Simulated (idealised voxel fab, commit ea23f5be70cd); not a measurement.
process module | voxel gate over fins
cross-section cut | 205 nm wide | cells 5 nm
A cross-section is a grid of square cells, given in bands from the top down. A band is one or more rows of cells.
Each band's line starts with the height of the band's top and of its bottom, in nm. Then come its materials from left to right, each with its width in nm. One material with "throughout" fills the band from edge to edge. "air" is empty space.
Height 0 is the level under which the wafer as received is all one material. The lowest band goes on downwards, as in "0 down".
A width such as "30 to 40" changes by the same amount from each row of cells to the next, from the band's top row to its bottom row.
"no change" after a step means that no cell of the cross-section changed.
closed voids: empty space of 8 cells or more with no open way to the top, each as width x height at its distance from the left edge, in nm
after a step's settings: what the simulator itself notes on the step
overlay nm, on a step with a mask: how far to the right of its planned place the mask lay; to the left if negative
Each pair below shows a cross-section before one step and the cross-section after it, down to the lowest band that changed. The line under each pair gives the step between them, with its settings. The pairs can come from different runs of this module on the same starting wafer, so a pair continues from the pair above only where its "before" says so.
before
  0 down: Si throughout
  closed voids: none
after
  5 to 0: SiN throughout
  below 0: unchanged
  closed voids: none
the step between: op CONFORMAL_DEP | material SiN | thk nm 5
before: the cross-section after the pair above
after
  25 to 5: air 70 | resist 15 | air 30 | resist 15 | air 75
  below 5: unchanged
  closed voids: none
the step between: op PATTERN | tone cover | mask id FINS | material resist | width nm 15 | pitch nm 45 | thk nm 20 | overlay nm 0
before: the cross-section after the pair above
after
  25 to 5: air 70 | resist 15 | air 30 | resist 15 | air 75
  5 to 0: air 70 | SiN 15 | air 30 | SiN 15 | air 75
  below 0: unchanged
  closed voids: none
the step between: op DIRECTIONAL_ETCH | etch materials SiN | depth nm 5
before: the cross-section after the pair above
after
  25 to 5: air 70 | resist 15 | air 30 | resist 15 | air 75
  5 to 0: air 70 | SiN 15 | air 30 | SiN 15 | air 75
  0 to -30: air 70 | Si 15 | air 30 | Si 15 | air 75
  below -30: unchanged
  closed voids: none
the step between: op DIRECTIONAL_ETCH | etch materials Si | depth nm 30
before: the cross-section after the pair above
after
  5 to 0: air 70 | SiN 15 | air 30 | SiN 15 | air 75
  below 0: unchanged
  closed voids: none
the step between: op STRIP | etch materials resist
before: the cross-section after the pair above
after
  10 to 5: SiO2 throughout
  5 to 0: SiO2 70 | SiN 15 | SiO2 30 | SiN 15 | SiO2 75
  0 to -30: SiO2 70 | Si 15 | SiO2 30 | Si 15 | SiO2 75
  below -30: unchanged
  closed voids: none
the step between: op FILL_DEP | material SiO2 | thk nm 5
before: the cross-section after the pair above
after
  5 to 0: SiO2 70 | SiN 15 | SiO2 30 | SiN 15 | SiO2 75
  below 0: unchanged
  closed voids: none
the step between: op CMP | height nm 5
before: the cross-section after the pair above
after
  5 to 0: air 70 | SiN 15 | air 30 | SiN 15 | air 75
  0 to -15: air 70 | Si 15 | air 30 | Si 15 | air 75
  below -15: unchanged
  closed voids: none
the step between: op SELECTIVE_ETCH | etch materials SiO2 | depth nm 20
before: the cross-section after the pair above
after
  0 to -15: air 70 | Si 15 | air 30 | Si 15 | air 75
  below -15: unchanged
  closed voids: none
the step between: op STRIP | etch materials SiN
before: the cross-section after the pair above
after
  5 to 0: air 65 | HfO2 25 | air 20 | HfO2 25 | air 70
  0 to -10: air 65 | HfO2 5 | Si 15 | HfO2 5 | air 20 | HfO2 5 | Si 15 | HfO2 5 | air 70
  -10 to -15: HfO2 70 | Si 15 | HfO2 30 | Si 15 | HfO2 75
  below -15: unchanged
  closed voids: none
the step between: op CONFORMAL_DEP | material HfO2 | thk nm 5
before: the cross-section after the pair above
after
  10 to 5: air 60 | TiN 35 | air 10 | TiN 35 | air 65
  5 to 0: air 60 | TiN 5 | HfO2 25 | TiN 5 | air 10 | TiN 5 | HfO2 25 | TiN 5 | air 65
  0 to -5: air 60 | TiN 5 | HfO2 5 | Si 15 | HfO2 5 | TiN 5 | air 10 | TiN 5 | HfO2 5 | Si 15 | HfO2 5 | TiN 5 | air 65
  -5 to -10: TiN 65 | HfO2 5 | Si 15 | HfO2 5 | TiN 20 | HfO2 5 | Si 15 | HfO2 5 | TiN 70
  below -10: unchanged
  closed voids: none
the step between: op CONFORMAL_DEP | material TiN | thk nm 5
before: the cross-section after the pair above
after
  15 to 10: air 55 | TiAl 90 | air 60
  10 to 5: air 55 | TiAl 5 | TiN 35 | TiAl 10 | TiN 35 | TiAl 5 | air 60
  5 to 0: air 55 | TiAl 5 | TiN 5 | HfO2 25 | TiN 5 | TiAl 10 | TiN 5 | HfO2 25 | TiN 5 | TiAl 5 | air 60
  0 to -5: TiAl 60 | TiN 5 | HfO2 5 | Si 15 | HfO2 5 | TiN 5 | TiAl 10 | TiN 5 | HfO2 5 | Si 15 | HfO2 5 | TiN 5 | TiAl 65
  below -5: unchanged
  closed voids: none
the step between: op CONFORMAL_DEP | material TiAl | thk nm 5
before: the cross-section after the pair above
after
  20 to 15: air 50 | TiN 100 | air 55
  15 to 10: air 50 | TiN 5 | TiAl 90 | TiN 5 | air 55
  10 to 5: air 50 | TiN 5 | TiAl 5 | TiN 35 | TiAl 10 | TiN 35 | TiAl 5 | TiN 5 | air 55
  5 to 0: TiN 55 | TiAl 5 | TiN 5 | HfO2 25 | TiN 5 | TiAl 10 | TiN 5 | HfO2 25 | TiN 5 | TiAl 5 | TiN 60
  below 0: unchanged
  closed voids: none
the step between: op CONFORMAL_DEP | material TiN | thk nm 5
before: the cross-section after the pair above
after
  35 to 20: W throughout
  20 to 15: W 50 | TiN 100 | W 55
  15 to 10: W 50 | TiN 5 | TiAl 90 | TiN 5 | W 55
  10 to 5: W 50 | TiN 5 | TiAl 5 | TiN 35 | TiAl 10 | TiN 35 | TiAl 5 | TiN 5 | W 55
  below 5: unchanged
  closed voids: none
the step between: op FILL_DEP | material W | thk nm 15
before: the cross-section after the pair above
after
  30 to 20: W throughout
  below 20: unchanged
  closed voids: none
the step between: op CMP | height nm 30
before: the cross-section after the pair above
after
  40 to 30: SiN throughout
  below 30: unchanged
  closed voids: none
the step between: op CONFORMAL_DEP | material SiN | thk nm 10
before
  5 to 0: air 65 | HfO2 25 | air 20 | HfO2 25 | air 70
  0 to -10: air 65 | HfO2 5 | Si 15 | HfO2 5 | air 20 | HfO2 5 | Si 15 | HfO2 5 | air 70
  -10 to -15: HfO2 70 | Si 15 | HfO2 30 | Si 15 | HfO2 75
  -15 to -30: SiO2 70 | Si 15 | SiO2 30 | Si 15 | SiO2 75
  -30 down: Si throughout
  closed voids: none
after
  10 to 5: air 60 | TiAl 35 | air 10 | TiAl 35 | air 65
  5 to 0: air 60 | TiAl 5 | HfO2 25 | TiAl 5 | air 10 | TiAl 5 | HfO2 25 | TiAl 5 | air 65
  0 to -5: air 60 | TiAl 5 | HfO2 5 | Si 15 | HfO2 5 | TiAl 5 | air 10 | TiAl 5 | HfO2 5 | Si 15 | HfO2 5 | TiAl 5 | air 65
  -5 to -10: TiAl 65 | HfO2 5 | Si 15 | HfO2 5 | TiAl 20 | HfO2 5 | Si 15 | HfO2 5 | TiAl 70
  below -10: unchanged
  closed voids: none
the step between: op CONFORMAL_DEP | material TiAl | thk nm 5
before: the cross-section after the pair above
after
  15 to 10: air 55 | TiN 90 | air 60
  10 to 5: air 55 | TiN 5 | TiAl 35 | TiN 10 | TiAl 35 | TiN 5 | air 60
  5 to 0: air 55 | TiN 5 | TiAl 5 | HfO2 25 | TiAl 5 | TiN 10 | TiAl 5 | HfO2 25 | TiAl 5 | TiN 5 | air 60
  0 to -5: TiN 60 | TiAl 5 | HfO2 5 | Si 15 | HfO2 5 | TiAl 5 | TiN 10 | TiAl 5 | HfO2 5 | Si 15 | HfO2 5 | TiAl 5 | TiN 65
  below -5: unchanged
  closed voids: none
the step between: op CONFORMAL_DEP | material TiN | thk nm 5
before: the cross-section after the pair above
after
  30 to 15: W throughout
  15 to 10: W 55 | TiN 90 | W 60
  10 to 5: W 55 | TiN 5 | TiAl 35 | TiN 10 | TiAl 35 | TiN 5 | W 60
  5 to 0: W 55 | TiN 5 | TiAl 5 | HfO2 25 | TiAl 5 | TiN 10 | TiAl 5 | HfO2 25 | TiAl 5 | TiN 5 | W 60
  below 0: unchanged
  closed voids: none
the step between: op FILL_DEP | material W | thk nm 15
before: the cross-section after the pair above
after
  40 to 30: SiN throughout
  below 30: unchanged
  closed voids: none
the step between: op CONFORMAL_DEP | material SiN | thk nm 10
before
  25 to 5: air 70 | resist 15 | air 30 | resist 15 | air 75
  5 to 0: air 70 | SiN 15 | air 30 | SiN 15 | air 75
  0 to -30: air 70 | Si 15 | air 30 | Si 15 | air 75
  -30 down: Si throughout
  closed voids: none
after
  25 to 5: air 70 | resist 15 | air 30 | resist 15 | air 75
  5 to 0: air 70 | SiN 15 | air 30 | SiN 15 | air 75
  0 to -60: air 70 | Si 15 | air 30 | Si 15 | air 75
  below -60: unchanged
  closed voids: none
the step between: op DIRECTIONAL_ETCH | etch materials Si | depth nm 30
before: the cross-section after the pair above
after
  5 to 0: air 70 | SiN 15 | air 30 | SiN 15 | air 75
  below 0: unchanged
  closed voids: none
the step between: op STRIP | etch materials resist
before: the cross-section after the pair above
after
  10 to 5: SiO2 throughout
  5 to 0: SiO2 70 | SiN 15 | SiO2 30 | SiN 15 | SiO2 75
  0 to -60: SiO2 70 | Si 15 | SiO2 30 | Si 15 | SiO2 75
  below -60: unchanged
  closed voids: none
the step between: op FILL_DEP | material SiO2 | thk nm 5
before: the cross-section after the pair above
after
  5 to 0: SiO2 70 | SiN 15 | SiO2 30 | SiN 15 | SiO2 75
  below 0: unchanged
  closed voids: none
the step between: op CMP | height nm 5
before: the cross-section after the pair above
after
  5 to 0: air 70 | SiN 15 | air 30 | SiN 15 | air 75
  0 to -15: air 70 | Si 15 | air 30 | Si 15 | air 75
  below -15: unchanged
  closed voids: none
the step between: op SELECTIVE_ETCH | etch materials SiO2 | depth nm 20
before: the cross-section after the pair above
after
  0 to -15: air 70 | Si 15 | air 30 | Si 15 | air 75
  below -15: unchanged
  closed voids: none
the step between: op STRIP | etch materials SiN
before: the cross-section after the pair above
after
  5 to 0: air 65 | HfO2 25 | air 20 | HfO2 25 | air 70
  0 to -10: air 65 | HfO2 5 | Si 15 | HfO2 5 | air 20 | HfO2 5 | Si 15 | HfO2 5 | air 70
  -10 to -15: HfO2 70 | Si 15 | HfO2 30 | Si 15 | HfO2 75
  below -15: unchanged
  closed voids: none
the step between: op CONFORMAL_DEP | material HfO2 | thk nm 5
before: the cross-section after the pair above
after
  10 to 5: air 60 | TiN 35 | air 10 | TiN 35 | air 65
  5 to 0: air 60 | TiN 5 | HfO2 25 | TiN 5 | air 10 | TiN 5 | HfO2 25 | TiN 5 | air 65
  0 to -5: air 60 | TiN 5 | HfO2 5 | Si 15 | HfO2 5 | TiN 5 | air 10 | TiN 5 | HfO2 5 | Si 15 | HfO2 5 | TiN 5 | air 65
  -5 to -10: TiN 65 | HfO2 5 | Si 15 | HfO2 5 | TiN 20 | HfO2 5 | Si 15 | HfO2 5 | TiN 70
  below -10: unchanged
  closed voids: none
the step between: op CONFORMAL_DEP | material TiN | thk nm 5
before: the cross-section after the pair above
after
  15 to 10: air 55 | TiAl 90 | air 60
  10 to 5: air 55 | TiAl 5 | TiN 35 | TiAl 10 | TiN 35 | TiAl 5 | air 60
  5 to 0: air 55 | TiAl 5 | TiN 5 | HfO2 25 | TiN 5 | TiAl 10 | TiN 5 | HfO2 25 | TiN 5 | TiAl 5 | air 60
  0 to -5: TiAl 60 | TiN 5 | HfO2 5 | Si 15 | HfO2 5 | TiN 5 | TiAl 10 | TiN 5 | HfO2 5 | Si 15 | HfO2 5 | TiN 5 | TiAl 65
  below -5: unchanged
  closed voids: none
the step between: op CONFORMAL_DEP | material TiAl | thk nm 5
before: the cross-section after the pair above
after
  20 to 15: air 50 | TiN 100 | air 55
  15 to 10: air 50 | TiN 5 | TiAl 90 | TiN 5 | air 55
  10 to 5: air 50 | TiN 5 | TiAl 5 | TiN 35 | TiAl 10 | TiN 35 | TiAl 5 | TiN 5 | air 55
  5 to 0: TiN 55 | TiAl 5 | TiN 5 | HfO2 25 | TiN 5 | TiAl 10 | TiN 5 | HfO2 25 | TiN 5 | TiAl 5 | TiN 60
  below 0: unchanged
  closed voids: none
the step between: op CONFORMAL_DEP | material TiN | thk nm 5
before: the cross-section after the pair above
after
  35 to 20: W throughout
  20 to 15: W 50 | TiN 100 | W 55
  15 to 10: W 50 | TiN 5 | TiAl 90 | TiN 5 | W 55
  10 to 5: W 50 | TiN 5 | TiAl 5 | TiN 35 | TiAl 10 | TiN 35 | TiAl 5 | TiN 5 | W 55
  below 5: unchanged
  closed voids: none
the step between: op FILL_DEP | material W | thk nm 15
before: the cross-section after the pair above
after
  30 to 20: W throughout
  below 20: unchanged
  closed voids: none
the step between: op CMP | height nm 30
before: the cross-section after the pair above
after
  40 to 30: SiN throughout
  below 30: unchanged
  closed voids: none
the step between: op CONFORMAL_DEP | material SiN | thk nm 10
before
  10 to 5: air 60 | TiN 35 | air 10 | TiN 35 | air 65
  5 to 0: air 60 | TiN 5 | HfO2 25 | TiN 5 | air 10 | TiN 5 | HfO2 25 | TiN 5 | air 65
  0 to -5: air 60 | TiN 5 | HfO2 5 | Si 15 | HfO2 5 | TiN 5 | air 10 | TiN 5 | HfO2 5 | Si 15 | HfO2 5 | TiN 5 | air 65
  -5 to -10: TiN 65 | HfO2 5 | Si 15 | HfO2 5 | TiN 20 | HfO2 5 | Si 15 | HfO2 5 | TiN 70
  -10 to -15: HfO2 70 | Si 15 | HfO2 30 | Si 15 | HfO2 75
  -15 to -30: SiO2 70 | Si 15 | SiO2 30 | Si 15 | SiO2 75
  -30 down: Si throughout
  closed voids: none
after
  15 to 5: air 55 | TiN 90 | air 60
  5 to 0: air 55 | TiN 10 | HfO2 25 | TiN 20 | HfO2 25 | TiN 10 | air 60
  0 to -10: TiN 65 | HfO2 5 | Si 15 | HfO2 5 | TiN 20 | HfO2 5 | Si 15 | HfO2 5 | TiN 70
  below -10: unchanged
  closed voids: none
the step between: op CONFORMAL_DEP | material TiN | thk nm 5
before: the cross-section after the pair above
after
  20 to 15: air 50 | TiAl 100 | air 55
  15 to 5: air 50 | TiAl 5 | TiN 90 | TiAl 5 | air 55
  5 to 0: TiAl 55 | TiN 10 | HfO2 25 | TiN 20 | HfO2 25 | TiN 10 | TiAl 60
  below 0: unchanged
  closed voids: none
the step between: op CONFORMAL_DEP | material TiAl | thk nm 5
before: the cross-section after the pair above
after
  35 to 20: W throughout
  20 to 15: W 50 | TiAl 100 | W 55
  15 to 5: W 50 | TiAl 5 | TiN 90 | TiAl 5 | W 55
  below 5: unchanged
  closed voids: none
the step between: op FILL_DEP | material W | thk nm 15
before: the cross-section after the pair above
after
  30 to 20: W throughout
  below 20: unchanged
  closed voids: none
the step between: op CMP | height nm 30
before: the cross-section after the pair above
after
  40 to 30: SiN throughout
  below 30: unchanged
  closed voids: none
the step between: op CONFORMAL_DEP | material SiN | thk nm 10
before
  5 to 0: SiO2 70 | SiN 15 | SiO2 30 | SiN 15 | SiO2 75
  0 to -30: SiO2 70 | Si 15 | SiO2 30 | Si 15 | SiO2 75
  -30 down: Si throughout
  closed voids: none
after
  5 to 0: air 70 | SiN 15 | air 30 | SiN 15 | air 75
  0 to -25: air 70 | Si 15 | air 30 | Si 15 | air 75
  below -25: unchanged
  closed voids: none
the step between: op SELECTIVE_ETCH | etch materials SiO2 | depth nm 30
before: the cross-section after the pair above
after
  0 to -25: air 70 | Si 15 | air 30 | Si 15 | air 75
  below -25: unchanged
  closed voids: none
the step between: op STRIP | etch materials SiN
before: the cross-section after the pair above
after
  5 to 0: air 65 | HfO2 25 | air 20 | HfO2 25 | air 70
  0 to -20: air 65 | HfO2 5 | Si 15 | HfO2 5 | air 20 | HfO2 5 | Si 15 | HfO2 5 | air 70
  -20 to -25: HfO2 70 | Si 15 | HfO2 30 | Si 15 | HfO2 75
  below -25: unchanged
  closed voids: none
the step between: op CONFORMAL_DEP | material HfO2 | thk nm 5
before: the cross-section after the pair above
after
  10 to 5: air 60 | TiN 35 | air 10 | TiN 35 | air 65
  5 to 0: air 60 | TiN 5 | HfO2 25 | TiN 5 | air 10 | TiN 5 | HfO2 25 | TiN 5 | air 65
  0 to -15: air 60 | TiN 5 | HfO2 5 | Si 15 | HfO2 5 | TiN 5 | air 10 | TiN 5 | HfO2 5 | Si 15 | HfO2 5 | TiN 5 | air 65
  -15 to -20: TiN 65 | HfO2 5 | Si 15 | HfO2 5 | TiN 20 | HfO2 5 | Si 15 | HfO2 5 | TiN 70
  below -20: unchanged
  closed voids: none
the step between: op CONFORMAL_DEP | material TiN | thk nm 5
before: the cross-section after the pair above
after
  15 to 10: air 55 | TiAl 90 | air 60
  10 to 5: air 55 | TiAl 5 | TiN 35 | TiAl 10 | TiN 35 | TiAl 5 | air 60
  5 to 0: air 55 | TiAl 5 | TiN 5 | HfO2 25 | TiN 5 | TiAl 10 | TiN 5 | HfO2 25 | TiN 5 | TiAl 5 | air 60
  0 to -10: air 55 | TiAl 5 | TiN 5 | HfO2 5 | Si 15 | HfO2 5 | TiN 5 | TiAl 10 | TiN 5 | HfO2 5 | Si 15 | HfO2 5 | TiN 5 | TiAl 5 | air 60
  -10 to -15: TiAl 60 | TiN 5 | HfO2 5 | Si 15 | HfO2 5 | TiN 5 | TiAl 10 | TiN 5 | HfO2 5 | Si 15 | HfO2 5 | TiN 5 | TiAl 65
  below -15: unchanged
  closed voids: none
the step between: op CONFORMAL_DEP | material TiAl | thk nm 5
before: the cross-section after the pair above
after
  20 to 15: air 50 | TiN 100 | air 55
  15 to 10: air 50 | TiN 5 | TiAl 90 | TiN 5 | air 55
  10 to 5: air 50 | TiN 5 | TiAl 5 | TiN 35 | TiAl 10 | TiN 35 | TiAl 5 | TiN 5 | air 55
  5 to 0: air 50 | TiN 5 | TiAl 5 | TiN 5 | HfO2 25 | TiN 5 | TiAl 10 | TiN 5 | HfO2 25 | TiN 5 | TiAl 5 | TiN 5 | air 55
  0 to -5: air 50 | TiN 5 | TiAl 5 | TiN 5 | HfO2 5 | Si 15 | HfO2 5 | TiN 5 | TiAl 10 | TiN 5 | HfO2 5 | Si 15 | HfO2 5 | TiN 5 | TiAl 5 | TiN 5 | air 55
  -5 to -10: TiN 55 | TiAl 5 | TiN 5 | HfO2 5 | Si 15 | HfO2 5 | TiN 5 | TiAl 10 | TiN 5 | HfO2 5 | Si 15 | HfO2 5 | TiN 5 | TiAl 5 | TiN 60
  below -10: unchanged
  closed voids: none
the step between: op CONFORMAL_DEP | material TiN | thk nm 5
before: the cross-section after the pair above
after
  35 to 20: W throughout
  20 to 15: W 50 | TiN 100 | W 55
  15 to 10: W 50 | TiN 5 | TiAl 90 | TiN 5 | W 55
  10 to 5: W 50 | TiN 5 | TiAl 5 | TiN 35 | TiAl 10 | TiN 35 | TiAl 5 | TiN 5 | W 55
  5 to 0: W 50 | TiN 5 | TiAl 5 | TiN 5 | HfO2 25 | TiN 5 | TiAl 10 | TiN 5 | HfO2 25 | TiN 5 | TiAl 5 | TiN 5 | W 55
  0 to -5: W 50 | TiN 5 | TiAl 5 | TiN 5 | HfO2 5 | Si 15 | HfO2 5 | TiN 5 | TiAl 10 | TiN 5 | HfO2 5 | Si 15 | HfO2 5 | TiN 5 | TiAl 5 | TiN 5 | W 55
  below -5: unchanged
  closed voids: none
the step between: op FILL_DEP | material W | thk nm 15
before: the cross-section after the pair above
after
  30 to 20: W throughout
  below 20: unchanged
  closed voids: none
the step between: op CMP | height nm 30
before: the cross-section after the pair above
after
  40 to 30: SiN throughout
  below 30: unchanged
  closed voids: none
the step between: op CONFORMAL_DEP | material SiN | thk nm 10
before
  5 to 0: SiN throughout
  0 down: Si throughout
  closed voids: none
after
  25 to 5: air 70 | resist 20 | air 25 | resist 20 | air 70
  below 5: unchanged
  closed voids: none
the step between: op PATTERN | tone cover | mask id FINS | material resist | width nm 20 | pitch nm 45 | thk nm 20 | overlay nm 0
before: the cross-section after the pair above
after
  25 to 5: air 70 | resist 20 | air 25 | resist 20 | air 70
  5 to 0: air 70 | SiN 20 | air 25 | SiN 20 | air 70
  below 0: unchanged
  closed voids: none
the step between: op DIRECTIONAL_ETCH | etch materials SiN | depth nm 5
before: the cross-section after the pair above
after
  25 to 5: air 70 | resist 20 | air 25 | resist 20 | air 70
  5 to 0: air 70 | SiN 20 | air 25 | SiN 20 | air 70
  0 to -30: air 70 | Si 20 | air 25 | Si 20 | air 70
  below -30: unchanged
  closed voids: none
the step between: op DIRECTIONAL_ETCH | etch materials Si | depth nm 30
before: the cross-section after the pair above
after
  5 to 0: air 70 | SiN 20 | air 25 | SiN 20 | air 70
  below 0: unchanged
  closed voids: none
the step between: op STRIP | etch materials resist
before: the cross-section after the pair above
after
  10 to 5: SiO2 throughout
  5 to 0: SiO2 70 | SiN 20 | SiO2 25 | SiN 20 | SiO2 70
  0 to -30: SiO2 70 | Si 20 | SiO2 25 | Si 20 | SiO2 70
  below -30: unchanged
  closed voids: none
the step between: op FILL_DEP | material SiO2 | thk nm 5
before: the cross-section after the pair above
after
  5 to 0: SiO2 70 | SiN 20 | SiO2 25 | SiN 20 | SiO2 70
  below 0: unchanged
  closed voids: none
the step between: op CMP | height nm 5
before: the cross-section after the pair above
after
  5 to 0: air 70 | SiN 20 | air 25 | SiN 20 | air 70
  0 to -15: air 70 | Si 20 | air 25 | Si 20 | air 70
  below -15: unchanged
  closed voids: none
the step between: op SELECTIVE_ETCH | etch materials SiO2 | depth nm 20
before: the cross-section after the pair above
after
  0 to -15: air 70 | Si 20 | air 25 | Si 20 | air 70
  below -15: unchanged
  closed voids: none
the step between: op STRIP | etch materials SiN
before: the cross-section after the pair above
after
  5 to 0: air 65 | HfO2 30 | air 15 | HfO2 30 | air 65
  0 to -10: air 65 | HfO2 5 | Si 20 | HfO2 5 | air 15 | HfO2 5 | Si 20 | HfO2 5 | air 65
  -10 to -15: HfO2 70 | Si 20 | HfO2 25 | Si 20 | HfO2 70
  below -15: unchanged
  closed voids: none
the step between: op CONFORMAL_DEP | material HfO2 | thk nm 5
before: the cross-section after the pair above
after
  10 to 5: air 60 | TiN 40 | air 5 | TiN 40 | air 60
  5 to 0: air 60 | TiN 5 | HfO2 30 | TiN 5 | air 5 | TiN 5 | HfO2 30 | TiN 5 | air 60
  0 to -5: air 60 | TiN 5 | HfO2 5 | Si 20 | HfO2 5 | TiN 5 | air 5 | TiN 5 | HfO2 5 | Si 20 | HfO2 5 | TiN 5 | air 60
  -5 to -10: TiN 65 | HfO2 5 | Si 20 | HfO2 5 | TiN 15 | HfO2 5 | Si 20 | HfO2 5 | TiN 65
  below -10: unchanged
  closed voids: none
the step between: op CONFORMAL_DEP | material TiN | thk nm 5
before: the cross-section after the pair above
after
  15 to 10: air 55 | TiAl 95 | air 55
  10 to 5: air 55 | TiAl 5 | TiN 40 | TiAl 5 | TiN 40 | TiAl 5 | air 55
  5 to 0: air 55 | TiAl 5 | TiN 5 | HfO2 30 | TiN 5 | TiAl 5 | TiN 5 | HfO2 30 | TiN 5 | TiAl 5 | air 55
  0 to -5: TiAl 60 | TiN 5 | HfO2 5 | Si 20 | HfO2 5 | TiN 5 | TiAl 5 | TiN 5 | HfO2 5 | Si 20 | HfO2 5 | TiN 5 | TiAl 60
  below -5: unchanged
  closed voids: none
the step between: op CONFORMAL_DEP | material TiAl | thk nm 5
before: the cross-section after the pair above
after
  20 to 15: air 50 | TiN 105 | air 50
  15 to 10: air 50 | TiN 5 | TiAl 95 | TiN 5 | air 50
  10 to 5: air 50 | TiN 5 | TiAl 5 | TiN 40 | TiAl 5 | TiN 40 | TiAl 5 | TiN 5 | air 50
  5 to 0: TiN 55 | TiAl 5 | TiN 5 | HfO2 30 | TiN 5 | TiAl 5 | TiN 5 | HfO2 30 | TiN 5 | TiAl 5 | TiN 55
  below 0: unchanged
  closed voids: none
the step between: op CONFORMAL_DEP | material TiN | thk nm 5
before: the cross-section after the pair above
after
  35 to 20: W throughout
  20 to 15: W 50 | TiN 105 | W 50
  15 to 10: W 50 | TiN 5 | TiAl 95 | TiN 5 | W 50
  10 to 5: W 50 | TiN 5 | TiAl 5 | TiN 40 | TiAl 5 | TiN 40 | TiAl 5 | TiN 5 | W 50
  below 5: unchanged
  closed voids: none
the step between: op FILL_DEP | material W | thk nm 15
before: the cross-section after the pair above
after
  30 to 20: W throughout
  below 20: unchanged
  closed voids: none
the step between: op CMP | height nm 30
before: the cross-section after the pair above
after
  40 to 30: SiN throughout
  below 30: unchanged
  closed voids: none
the step between: op CONFORMAL_DEP | material SiN | thk nm 10
before
  5 to 0: SiN throughout
  0 down: Si throughout
  closed voids: none
after
  25 to 5: air 80 | resist 15 | air 30 | resist 15 | air 65
  below 5: unchanged
  closed voids: none
the step between: op PATTERN | tone cover | mask id FINS | material resist | width nm 15 | pitch nm 45 | thk nm 20 | overlay nm 10
before: the cross-section after the pair above
after
  25 to 5: air 80 | resist 15 | air 30 | resist 15 | air 65
  5 to 0: air 80 | SiN 15 | air 30 | SiN 15 | air 65
  below 0: unchanged
  closed voids: none
the step between: op DIRECTIONAL_ETCH | etch materials SiN | depth nm 5
before: the cross-section after the pair above
after
  25 to 5: air 80 | resist 15 | air 30 | resist 15 | air 65
  5 to 0: air 80 | SiN 15 | air 30 | SiN 15 | air 65
  0 to -30: air 80 | Si 15 | air 30 | Si 15 | air 65
  below -30: unchanged
  closed voids: none
the step between: op DIRECTIONAL_ETCH | etch materials Si | depth nm 30
before: the cross-section after the pair above
after
  5 to 0: air 80 | SiN 15 | air 30 | SiN 15 | air 65
  below 0: unchanged
  closed voids: none
the step between: op STRIP | etch materials resist
before: the cross-section after the pair above
after
  10 to 5: SiO2 throughout
  5 to 0: SiO2 80 | SiN 15 | SiO2 30 | SiN 15 | SiO2 65
  0 to -30: SiO2 80 | Si 15 | SiO2 30 | Si 15 | SiO2 65
  below -30: unchanged
  closed voids: none
the step between: op FILL_DEP | material SiO2 | thk nm 5
before: the cross-section after the pair above
after
  5 to 0: SiO2 80 | SiN 15 | SiO2 30 | SiN 15 | SiO2 65
  below 0: unchanged
  closed voids: none
the step between: op CMP | height nm 5
before: the cross-section after the pair above
after
  5 to 0: air 80 | SiN 15 | air 30 | SiN 15 | air 65
  0 to -15: air 80 | Si 15 | air 30 | Si 15 | air 65
  below -15: unchanged
  closed voids: none
the step between: op SELECTIVE_ETCH | etch materials SiO2 | depth nm 20
before: the cross-section after the pair above
after
  0 to -15: air 80 | Si 15 | air 30 | Si 15 | air 65
  below -15: unchanged
  closed voids: none
the step between: op STRIP | etch materials SiN
before: the cross-section after the pair above
after
  5 to 0: air 75 | HfO2 25 | air 20 | HfO2 25 | air 60
  0 to -10: air 75 | HfO2 5 | Si 15 | HfO2 5 | air 20 | HfO2 5 | Si 15 | HfO2 5 | air 60
  -10 to -15: HfO2 80 | Si 15 | HfO2 30 | Si 15 | HfO2 65
  below -15: unchanged
  closed voids: none
the step between: op CONFORMAL_DEP | material HfO2 | thk nm 5
before: the cross-section after the pair above
after
  10 to 5: air 70 | TiN 35 | air 10 | TiN 35 | air 55
  5 to 0: air 70 | TiN 5 | HfO2 25 | TiN 5 | air 10 | TiN 5 | HfO2 25 | TiN 5 | air 55
  0 to -5: air 70 | TiN 5 | HfO2 5 | Si 15 | HfO2 5 | TiN 5 | air 10 | TiN 5 | HfO2 5 | Si 15 | HfO2 5 | TiN 5 | air 55
  -5 to -10: TiN 75 | HfO2 5 | Si 15 | HfO2 5 | TiN 20 | HfO2 5 | Si 15 | HfO2 5 | TiN 60
  below -10: unchanged
  closed voids: none
the step between: op CONFORMAL_DEP | material TiN | thk nm 5
before: the cross-section after the pair above
after
  15 to 10: air 65 | TiAl 90 | air 50
  10 to 5: air 65 | TiAl 5 | TiN 35 | TiAl 10 | TiN 35 | TiAl 5 | air 50
  5 to 0: air 65 | TiAl 5 | TiN 5 | HfO2 25 | TiN 5 | TiAl 10 | TiN 5 | HfO2 25 | TiN 5 | TiAl 5 | air 50
  0 to -5: TiAl 70 | TiN 5 | HfO2 5 | Si 15 | HfO2 5 | TiN 5 | TiAl 10 | TiN 5 | HfO2 5 | Si 15 | HfO2 5 | TiN 5 | TiAl 55
  below -5: unchanged
  closed voids: none
the step between: op CONFORMAL_DEP | material TiAl | thk nm 5
before: the cross-section after the pair above
after
  20 to 15: air 60 | TiN 100 | air 45
  15 to 10: air 60 | TiN 5 | TiAl 90 | TiN 5 | air 45
  10 to 5: air 60 | TiN 5 | TiAl 5 | TiN 35 | TiAl 10 | TiN 35 | TiAl 5 | TiN 5 | air 45
  5 to 0: TiN 65 | TiAl 5 | TiN 5 | HfO2 25 | TiN 5 | TiAl 10 | TiN 5 | HfO2 25 | TiN 5 | TiAl 5 | TiN 50
  below 0: unchanged
  closed voids: none
the step between: op CONFORMAL_DEP | material TiN | thk nm 5
before: the cross-section after the pair above
after
  35 to 20: W throughout
  20 to 15: W 60 | TiN 100 | W 45
  15 to 10: W 60 | TiN 5 | TiAl 90 | TiN 5 | W 45
  10 to 5: W 60 | TiN 5 | TiAl 5 | TiN 35 | TiAl 10 | TiN 35 | TiAl 5 | TiN 5 | W 45
  below 5: unchanged
  closed voids: none
the step between: op FILL_DEP | material W | thk nm 15
before: the cross-section after the pair above
after
  30 to 20: W throughout
  below 20: unchanged
  closed voids: none
the step between: op CMP | height nm 30
before: the cross-section after the pair above
after
  40 to 30: SiN throughout
  below 30: unchanged
  closed voids: none
the step between: op CONFORMAL_DEP | material SiN | thk nm 10
